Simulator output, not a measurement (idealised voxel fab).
Module name: voxel self aligned contacts (process module)
We display cut, a cross-section 200 nm in width whose square cells are each 5 nm.
Square cells in a grid make up a cross-section in this document, and the grid is given as bands, listed from the top down, each one or more rows of cells. Each band's line starts with the height of the band's top and of its bottom, in nm. Then come its materials from left to right, each with its width in nm. One material with "everywhere" fills the band from edge to edge. "empty" is empty space. Height reference: 0 = level under which incoming wafer is all one material. Lowest band: no bottom, runs on downward, e.g. "top 0, no bottom". With a width like "30 to 40", each row of cells in the band differs from the next by the same amount, the top row carrying the first number and the bottom row the second. "changes: none" -> step changed no cross-section cell. Trapped voids: empty space of 8 cells or more with no open way to the top, each as width x height at its distance from the left edge, in nm. Note: text after step settings on the step line = simulator remark on that step. The line of a step may include "overlay nm". On a step with a mask, this value is how far to the right of its planned place the mask lay. A negative value means the mask lay to the left.
THE FOLLOWING LIST GIVES THE PLANNED PROCESS STEPS
1 RECEIVE [material Si]
2 OXIDIZE [depth nm 5]
3 DIRECTIONAL_DEP [material polySi] [thk nm 30]
4 DIRECTIONAL_DEP [material SiN] [thk nm 20]
5 DIRECTIONAL_DEP [material aC] [thk nm 15]
6 PATTERN [tone cover] [mask id GATE] [material resist] [width nm 25] [pitch nm 60] [thk nm 35] [overlay nm 0]
7 DIRECTIONAL_ETCH [etch materials aC] [depth nm 15]
8 STRIP [etch materials resist]
9 DIRECTIONAL_ETCH [etch materials SiN] [depth nm 20]
10 DIRECTIONAL_ETCH [etch materials polySi] [depth nm 30]
11 STRIP [etch materials aC]
12 CONFORMAL_DEP [material SiN] [thk nm 10]
13 DIRECTIONAL_ETCH [etch materials SiN] [depth nm 10]
14 FILL_DEP [material SiO2] [thk nm 20]
15 CMP [height nm 60]
16 PATTERN [tone open] [mask id CONTACT] [material resist] [width nm 45] [pitch nm 60] [thk nm 15] [overlay nm 0]
17 DIRECTIONAL_ETCH [etch materials SiO2] [depth nm 65]
18 STRIP [etch materials resist]
19 CONFORMAL_DEP [material TiN] [thk nm 5]
20 FILL_DEP [material Ru] [thk nm 10]
21 CMP [height nm 60]
22 CONFORMAL_DEP [material SiCN] [thk nm 5]
INCOMING WAFER, CROSS-SECTIONAL VIEW, POST STEP 1
	top 0, no bottom | Si everywhere
	Trapped voids: none
THE FIRST OF TWO WAFERS, CROSS-SECTIONED AT THE END OF THE MODULE, WITH THE RUN PROCEEDING AS PLANNED
	top 65, bottom 60 | SiCN everywhere
	top 60, bottom 50 | SiO2 (45); TiN (5 to 20); Ru (35 to 5); TiN (5 to 20); SiO2 (15); TiN (5 to 20); Ru (35 to 5); TiN (5 to 20); SiO2 (50)
	top 50, bottom 30 | SiO2 (15); SiN (45); TiN (5); Ru (5); TiN (5); SiN (45); TiN (5); Ru (5); TiN (5); SiN (45); SiO2 (20)
	top 30, bottom 0 | SiO2 (15); SiN (10); polySi (25); SiN (10); TiN (5); Ru (5); TiN (5); SiN (10); polySi (25); SiN (10); TiN (5); Ru (5); TiN (5); SiN (10); polySi (25); SiN (10); SiO2 (20)
	top 0, bottom -5 | SiO2 (60); TiN (15); SiO2 (45); TiN (15); SiO2 (65)
	top -5, no bottom | Si everywhere
	Trapped voids: none
WAFER TWO CROSS-SECTION, MODULE END. START AND PLAN UNCHANGED FROM WAFER ONE; ONE MISTAKE MADE DURING THE RUN
	top 65, bottom 60 | SiCN everywhere
	top 60, bottom 55 | SiO2 (45); TiN (5); Ru (35); TiN (5); SiO2 (15); TiN (5); Ru (35); TiN (5); SiO2 (50)
	top 55, bottom 50 | SiO2 (45); TiN (45); SiO2 (15); TiN (45); SiO2 (50)
	top 50, bottom 30 | SiN (35); SiO2 (5); SiN (55); SiO2 (5); SiN (55); SiO2 (5); SiN (40)
	top 30, bottom 0 | polySi (25); SiN (10); SiO2 (5); SiN (10); polySi (35); SiN (10); SiO2 (5); SiN (10); polySi (35); SiN (10); SiO2 (5); SiN (10); polySi (30)
	top 0, bottom -5 | SiO2 everywhere
	top -5, no bottom | Si everywhere
	Trapped voids: none
What was done differently from what was planned? step 6, actual vs plan mismatch, actual run PATTERN [tone open] [mask id GATE] [material resist] [width nm 25] [pitch nm 60] [thk nm 35] [overlay nm 0]
Final comparison by cell count, materials where the second wafer has more or fewer than the first: Ru: 22 fewer, SiN: 40 more, SiO2: 34 fewer, TiN: 44 fewer, polySi: 60 more
